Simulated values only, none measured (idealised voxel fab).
This section sets out a process module, namely voxel transistor to metal.
This is section cut - it's 205 nm across, gridded in 5 nm square cells.
Format of a cross-section: grid, square cells. Given as bands. Order: top down. Band: one or more rows of cells. Read a band's entry like this: the first values are the height of its top and the height of its bottom in nm, and what follows is the sequence of materials from left to right, each with its width in nm. Note that "air" is empty space, and that a single material marked "full width" reaches across the band from edge to edge. A quick word on heights: they are counted from 0, and under that level the wafer as it came to us is one material throughout. The lowest band is different from the rest in having no bottom; it simply continues downward, written as in "0..down". You'd read "30 to 40" like this: the band's top row of cells is as wide as the first number, its bottom row is as wide as the second, and going down, every row changes width by the same amount as the row before did. When a step is marked "identical to before", none of the cells in the cross-section changed during that step. So "Cavities, closed" is basically the list of trapped voids: any empty space of 8 cells or more that can't reach the top through an opening. They're written width x height at distance, the distance being from the left edge, and it's all nm. Formally, on a step line, whatever follows the settings is a remark that the simulator itself makes on the step. overlay nm: where the mask lay relative to plan, measured to the right, on steps with a mask; negatives go left.
**The following list gives the planned process steps**
- 1: op RECEIVE | material Si
- 2: op OXIDIZE | depth nm 5
- 3: op CONFORMAL_DEP | material SiN | thk nm 10
- 4: op PATTERN | tone cover | mask id ACTIVE | material resist | width nm 110 | thk nm 15 | overlay nm 0
- 5: op DIRECTIONAL_ETCH | etch materials SiN | depth nm 10
- 6: op DIRECTIONAL_ETCH | etch materials SiO2 | depth nm 5
- 7: op DIRECTIONAL_ETCH | etch materials Si | depth nm 35
- 8: op STRIP | etch materials resist
- 9: op OXIDIZE | depth nm 5
- 10: op FILL_DEP | material SiO2 | thk nm 15
- 11: op CMP | height nm 10
- 12: op SELECTIVE_ETCH | etch materials SiO2 | depth nm 10
- 13: op STRIP | etch materials SiN
- 14: op SELECTIVE_ETCH | etch materials SiO2 | depth nm 5
- 15: op OXIDIZE | depth nm 5
- 16: op DIRECTIONAL_DEP | material polySi | thk nm 25
- 17: op DIRECTIONAL_DEP | material SiCN | thk nm 15
- 18: op MASKED_ETCH | tone cover | mask id GATE | width nm 20 | etch materials SiCN | depth nm 25 | overlay nm -5
- 19: op MASKED_ETCH | tone cover | mask id GATE | width nm 20 | etch materials polySi | depth nm 35 | overlay nm 0
- 20: op CONFORMAL_DEP | material SiN | thk nm 5
- 21: op DIRECTIONAL_ETCH | etch materials SiN | depth nm 5
- 22: op DIRECTIONAL_ETCH | etch materials SiO2 | depth nm 5
- 23: op DIRECTIONAL_ETCH | etch materials Si | depth nm 5
- 24: op EPI | material pSi | thk nm 10
- 25: op FILL_DEP | material SiO2 | thk nm 10
- 26: op CMP | height nm 35
- 27: op DIRECTIONAL_DEP | material SiO2 | thk nm 10
- 28: op DIRECTIONAL_DEP | material aC | thk nm 15
- 29: op PATTERN | tone open | mask id CONTACT | material resist | width nm 15 | pitch nm 75 | thk nm 30 | overlay nm 0
- 30: op DIRECTIONAL_ETCH | etch materials aC | depth nm 15
- 31: op STRIP | etch materials resist
- 32: op DIRECTIONAL_ETCH | etch materials SiO2 | depth nm 50
- 33: op STRIP | etch materials aC
- 34: op CONFORMAL_DEP | material TiN | thk nm 5
- 35: op FILL_DEP | material W | thk nm 5
- 36: op CMP | height nm 45
- 37: op DIRECTIONAL_DEP | material TiN | thk nm 5
- 38: op DIRECTIONAL_DEP | material W | thk nm 25
- 39: op PATTERN | tone cover | mask id METAL_1 | material resist | width nm 15 | pitch nm 75 | thk nm 15 | overlay nm 0
- 40: op DIRECTIONAL_ETCH | etch materials W | depth nm 25
- 41: op DIRECTIONAL_ETCH | etch materials TiN | depth nm 5
- 42: op STRIP | etch materials resist
- 43: op FILL_DEP | material lowk | thk nm 10
- 44: op CMP | height nm 75
- 45: op CONFORMAL_DEP | material SiCN | thk nm 5
- 46: op DIRECTIONAL_DEP | material lowk | thk nm 35
- 47: op MASKED_ETCH | tone open | mask id METAL_2 | width nm 15 | pitch nm 75 | etch materials lowk | depth nm 20 | overlay nm 0
- 48: op MASKED_ETCH | tone open | mask id METAL_2_HOLES | width nm 15 | pitch nm 75 | etch materials lowk | depth nm 15 | overlay nm 0
- 49: op MASKED_ETCH | tone open | mask id METAL_2_HOLES | width nm 15 | pitch nm 75 | etch materials SiCN | depth nm 5 | overlay nm 0
- 50: op CONFORMAL_DEP | material TiN | thk nm 5
- 51: op FILL_DEP | material Cu | thk nm 5
- 52: op CMP | height nm 115
- 53: op CONFORMAL_DEP | material SiN | thk nm 5
Wafers differ in overlay nm at step 18; plan lists the first wafer's value; identical starting state.
**As received, i.e. after step 1: cross-section through the first of several wafers**
	0..down = Si full width
	Cavities, closed: none
**Quick key for the table: a row per wafer, taken at the end of the module. For each material it tells you how many cells the wafer gained (+) or lost (-) since it came in, and the closed voids come after**
overlay nm -5; +14 Cu; -242 Si; +47 SiCN; +57 SiN; +466 SiO2; +82 TiN; +48 W; +455 lowk; +32 pSi; +25 polySi; Cavities, closed: none
overlay nm 0; +14 Cu; -243 Si; +47 SiCN; +57 SiN; +470 SiO2; +82 TiN; +48 W; +455 lowk; +34 pSi; +20 polySi; Cavities, closed: none
overlay nm 5; +14 Cu; -242 Si; +47 SiCN; +57 SiN; +466 SiO2; +82 TiN; +48 W; +455 lowk; +32 pSi; +25 polySi; Cavities, closed: none
